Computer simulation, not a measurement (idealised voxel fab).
process module | voxel ribs on slabs
cross-section cut | 265 nm wide | cells 5 nm
A cross-section is a grid of square cells, given in bands from the top down. A band is one or more rows of cells.
Each band's line starts with the height of the band's top and of its bottom, in nm. Then come its materials from left to right, each with its width in nm. One material with "throughout" fills the band from edge to edge. "air" is empty space.
Height 0 is the level under which the wafer as received is all one material. The lowest band goes on downwards, as in "0 down".
A width such as "30 to 40" changes by the same amount from each row of cells to the next, from the band's top row to its bottom row.
"no change" after a step means that no cell of the cross-section changed.
closed voids: empty space of 8 cells or more with no open way to the top, each as width x height at its distance from the left edge, in nm
after a step's settings: what the simulator itself notes on the step
overlay nm, on a step with a mask: how far to the right of its planned place the mask lay; to the left if negative
plan
1 op RECEIVE | material Si
2 op DIRECTIONAL_DEP | material SiO2 | thk nm 30
3 op DIRECTIONAL_DEP | material polySi | thk nm 20
4 op DIRECTIONAL_DEP | material aC | thk nm 10
5 op PATTERN | tone cover | mask id RIB | material resist | width nm 25 | thk nm 25 | overlay nm 0
6 op DIRECTIONAL_ETCH | etch materials aC | depth nm 5
7 op STRIP | etch materials resist
8 op DIRECTIONAL_ETCH | etch materials polySi | depth nm 10
9 op STRIP | etch materials aC
10 op MASKED_ETCH | tone cover | mask id SLAB | width nm 85 | etch materials polySi | depth nm 10 | overlay nm 0
11 op FILL_DEP | material SiO2 | thk nm 30
12 op CMP | height nm 70
13 op DIRECTIONAL_DEP | material TiN | thk nm 5
14 op DIRECTIONAL_DEP | material aC | thk nm 10
15 op PATTERN | tone cover | mask id HEATER | material resist | width nm 35 | thk nm 30 | overlay nm 0
16 op DIRECTIONAL_ETCH | etch materials aC | depth nm 10
17 op STRIP | etch materials resist
18 op DIRECTIONAL_ETCH | etch materials TiN | depth nm 5
19 op STRIP | etch materials aC
20 op CONFORMAL_DEP | material SiN | thk nm 5
varied across the wafers: depth nm of step 6. The plan shows the first wafer's value. All wafers start alike
first wafer as received, after step 1
  0 down: Si throughout
  closed voids: none
first wafer at the end, after step 20
  80 to 75: air 110 | SiN 45 | air 110
  75 to 70: SiN 115 | TiN 35 | SiN 115
  70 to 50: SiO2 throughout
  50 to 40: SiO2 90 | polySi 85 | SiO2 90
  40 to 30: polySi throughout
  30 to 0: SiO2 throughout
  0 down: Si throughout
  closed voids: none
last wafer at the end
  80 to 75: air 110 | SiN 45 | air 110
  75 to 70: SiN 115 | TiN 35 | SiN 115
  70 to 50: SiO2 throughout
  50 to 40: SiO2 120 | polySi 25 | SiO2 120
  40 to 30: SiO2 90 | polySi 85 | SiO2 90
  30 to 0: SiO2 throughout
  0 down: Si throughout
  closed voids: none
each wafer at the end: cells of each material gained (+) or lost (-) since it was received, then its closed voids
depth nm 5 | +55 SiN | +602 SiO2 | +7 TiN | +140 polySi | closed voids: none
depth nm 10 | +55 SiN | +698 SiO2 | +7 TiN | +44 polySi | closed voids: none
depth nm 15 | +55 SiN | +698 SiO2 | +7 TiN | +44 polySi | closed voids: none
depth nm 20 | +55 SiN | +698 SiO2 | +7 TiN | +44 polySi | closed voids: none
depth nm 25 | +55 SiN | +698 SiO2 | +7 TiN | +44 polySi | closed voids: none
